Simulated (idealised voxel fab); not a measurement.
process module | voxel transistor to metal
Cross-section cut: width 250 nm, square cells of 5 nm.
Square cells in a grid make up a cross-section in this document, and the grid is given as bands, listed from the top down, each one or more rows of cells. The band entry comprises the height of the band's top followed by the height of its bottom, expressed in nm, and subsequently the band's materials from left to right, each stated together with its width in nm. Where a single material is marked with the word "throughout", that material fills the band from edge to edge. The word "empty" represents empty space. For the purposes of this specification, 0 denotes the height below which the wafer in its as-received condition is composed wholly of one material, and the lowermost band, lacking a lower limit, extends downward without end, as expressed in "0..down". The expression "30..40" gives the width at the extremes of the band, the first number at its top row of cells and the second at its bottom row, with the width changing by equal amounts from each row to the next in between. "no alteration" after a step means that no cell of the cross-section changed. Entry "Entrapped void list". Content: empty spaces with no open connection to the top, size 8 cells or greater. Each: width x height at distance. Distance: from left edge. Unit: nm. Note: text after step settings on the step line = simulator remark on that step. "overlay nm", when on a step's line for a step with a mask, measures how far to the right of its planned place the mask lay; a negative measure means to the left.
Steps planned for the process
1) RECEIVE | material Si
2) CONFORMAL_DEP | material SiO2 | thk nm 5
3) CONFORMAL_DEP | material SiN | thk nm 15
4) MASKED_ETCH | tone cover | mask id ACTIVE | width nm 85 | pitch nm 115 | etch materials SiN | depth nm 15 | overlay nm 0
5) MASKED_ETCH | tone cover | mask id ACTIVE | width nm 85 | pitch nm 115 | etch materials SiO2 | depth nm 5 | overlay nm 0
6) MASKED_ETCH | tone cover | mask id ACTIVE | width nm 85 | pitch nm 115 | etch materials Si | depth nm 20 | overlay nm 0
7) OXIDIZE | depth nm 5
8) FILL_DEP | material SiO2 | thk nm 5
9) CMP | height nm 20
10) SELECTIVE_ETCH | etch materials SiO2 | depth nm 15
11) STRIP | etch materials SiN
12) SELECTIVE_ETCH | etch materials SiO2 | depth nm 5
13) OXIDIZE | depth nm 5
14) DIRECTIONAL_DEP | material polySi | thk nm 30
15) DIRECTIONAL_DEP | material SiCN | thk nm 15
16) PATTERN | tone cover | mask id GATE | material resist | width nm 15 | pitch nm 115 | thk nm 20 | overlay nm 0
17) DIRECTIONAL_ETCH | etch materials SiCN | depth nm 25
18) DIRECTIONAL_ETCH | etch materials polySi | depth nm 40
19) STRIP | etch materials resist
20) CONFORMAL_DEP | material SiN | thk nm 5
21) DIRECTIONAL_ETCH | etch materials SiN | depth nm 5
22) DIRECTIONAL_ETCH | etch materials SiO2 | depth nm 5
23) DIRECTIONAL_ETCH | etch materials Si | depth nm 10
24) EPI | material nSi | thk nm 10
25) FILL_DEP | material SiO2 | thk nm 10
26) CMP | height nm 45
27) DIRECTIONAL_DEP | material SiO2 | thk nm 15
28) PATTERN | tone open | mask id CONTACT | material resist | width nm 15 | thk nm 15 | overlay nm 0
29) DIRECTIONAL_ETCH | etch materials SiO2 | depth nm 65
30) STRIP | etch materials resist
31) CONFORMAL_DEP | material TiN | thk nm 5
32) FILL_DEP | material W | thk nm 5
33) CMP | height nm 60
34) DIRECTIONAL_DEP | material TiN | thk nm 5
35) DIRECTIONAL_DEP | material W | thk nm 15
36) DIRECTIONAL_DEP | material aC | thk nm 10
37) PATTERN | tone cover | mask id METAL_1 | material resist | width nm 15 | thk nm 25 | overlay nm 0
38) DIRECTIONAL_ETCH | etch materials aC | depth nm 10
39) STRIP | etch materials resist
40) DIRECTIONAL_ETCH | etch materials W | depth nm 15
41) DIRECTIONAL_ETCH | etch materials TiN | depth nm 5
42) STRIP | etch materials aC
43) CONFORMAL_DEP | material SiCN | thk nm 5
44) FILL_DEP | material lowk | thk nm 10
45) CMP | height nm 80
46) CONFORMAL_DEP | material SiCN | thk nm 5
Cross-sectional view of the wafer in its as-received condition, corresponding to the state after step 1
* 0..down  Si throughout
* Entrapped void list: none
Sectioned view, first of two wafers, at the close of the module, processed as intended in the plan
* 85..80  SiCN throughout
* 80..65  lowk=25; SiCN=5; W=15; SiCN=5; lowk=35; SiCN=5; W=15; SiCN=5; lowk=30; SiCN=5; W=15; SiCN=5; lowk=35; SiCN=5; W=15; SiCN=5; lowk=25
* 65..60  SiCN=30; TiN=15; SiCN=45; TiN=15; SiCN=40; TiN=15; SiCN=45; TiN=15; SiCN=30
* 60..45  SiO2=30; TiN=5; W=5; TiN=5; SiO2=45; TiN=5; W=5; TiN=5; SiO2=40; TiN=5; W=5; TiN=5; SiO2=45; TiN=5; W=5; TiN=5; SiO2=30
* 45..30  SiO2=30; TiN=5; W=5; TiN=5; SiO2=10; SiN=5; SiCN=15; SiN=5; SiO2=10; TiN=5; W=5; TiN=5; SiO2=40; TiN=5; W=5; TiN=5; SiO2=10; SiN=5; SiCN=15; SiN=5; SiO2=10; TiN=5; W=5; TiN=5; SiO2=30
* 30..5  SiO2=30; TiN=5; W=5; TiN=5; SiO2=10; SiN=5; polySi=15; SiN=5; SiO2=10; TiN=5; W=5; TiN=5; SiO2=40; TiN=5; W=5; TiN=5; SiO2=10; SiN=5; polySi=15; SiN=5; SiO2=10; TiN=5; W=5; TiN=5; SiO2=30
* 5..0  SiO2=30; TiN=5; W=5; TiN=5; nSi=10; SiN=5; polySi=15; SiN=5; nSi=10; TiN=5; W=5; TiN=5; SiO2=40; TiN=5; W=5; TiN=5; nSi=10; SiN=5; polySi=15; SiN=5; nSi=10; TiN=5; W=5; TiN=5; SiO2=30
* 0..-5  SiO2=30; TiN=15; nSi=10; SiO2=25; nSi=10; TiN=15; SiO2=40; TiN=15; nSi=10; SiO2=25; nSi=10; TiN=15; SiO2=30
* -5..-15  SiO2=30; nSi=25; Si=25; nSi=25; SiO2=40; nSi=25; Si=25; nSi=25; SiO2=30
* -15..-25  SiO2=30; Si=75; SiO2=40; Si=75; SiO2=30
* -25..down  Si throughout
* Entrapped void list: none
Cross-section at end of module for the second wafer of two, which matched the first in starting point and plan and differed by one mistake in its processing
* 85..80  SiCN throughout
* 80..65  lowk=20; SiCN=5; W=25; SiCN=5; lowk=25; SiCN=5; W=25; SiCN=5; lowk=20; SiCN=5; W=25; SiCN=5; lowk=25; SiCN=5; W=25; SiCN=5; lowk=20
* 65..60  SiCN=25; TiN=25; SiCN=35; TiN=25; SiCN=30; TiN=25; SiCN=35; TiN=25; SiCN=25
* 60..45  SiO2=30; TiN=5; W=5; TiN=5; SiO2=45; TiN=5; W=5; TiN=5; SiO2=40; TiN=5; W=5; TiN=5; SiO2=45; TiN=5; W=5; TiN=5; SiO2=30
* 45..30  SiO2=30; TiN=5; W=5; TiN=5; SiO2=10; SiN=5; SiCN=15; SiN=5; SiO2=10; TiN=5; W=5; TiN=5; SiO2=40; TiN=5; W=5; TiN=5; SiO2=10; SiN=5; SiCN=15; SiN=5; SiO2=10; TiN=5; W=5; TiN=5; SiO2=30
* 30..5  SiO2=30; TiN=5; W=5; TiN=5; SiO2=10; SiN=5; polySi=15; SiN=5; SiO2=10; TiN=5; W=5; TiN=5; SiO2=40; TiN=5; W=5; TiN=5; SiO2=10; SiN=5; polySi=15; SiN=5; SiO2=10; TiN=5; W=5; TiN=5; SiO2=30
* 5..0  SiO2=30; TiN=5; W=5; TiN=5; nSi=10; SiN=5; polySi=15; SiN=5; nSi=10; TiN=5; W=5; TiN=5; SiO2=40; TiN=5; W=5; TiN=5; nSi=10; SiN=5; polySi=15; SiN=5; nSi=10; TiN=5; W=5; TiN=5; SiO2=30
* 0..-5  SiO2=30; TiN=15; nSi=10; SiO2=25; nSi=10; TiN=15; SiO2=40; TiN=15; nSi=10; SiO2=25; nSi=10; TiN=15; SiO2=30
* -5..-15  SiO2=30; nSi=25; Si=25; nSi=25; SiO2=40; nSi=25; Si=25; nSi=25; SiO2=30
* -15..-25  SiO2=30; Si=75; SiO2=40; Si=75; SiO2=30
* -25..down  Si throughout
* Entrapped void list: none
Processing error: note that step 37 departed from the planned setting and was carried out as PATTERN | tone cover | mask id METAL_1 | material resist | width nm 25 | thk nm 25 | overlay nm 0
Final comparison by cell count, materials where the second wafer has more or fewer than the first: SiCN -8 | TiN +8 | W +24 | lowk -24
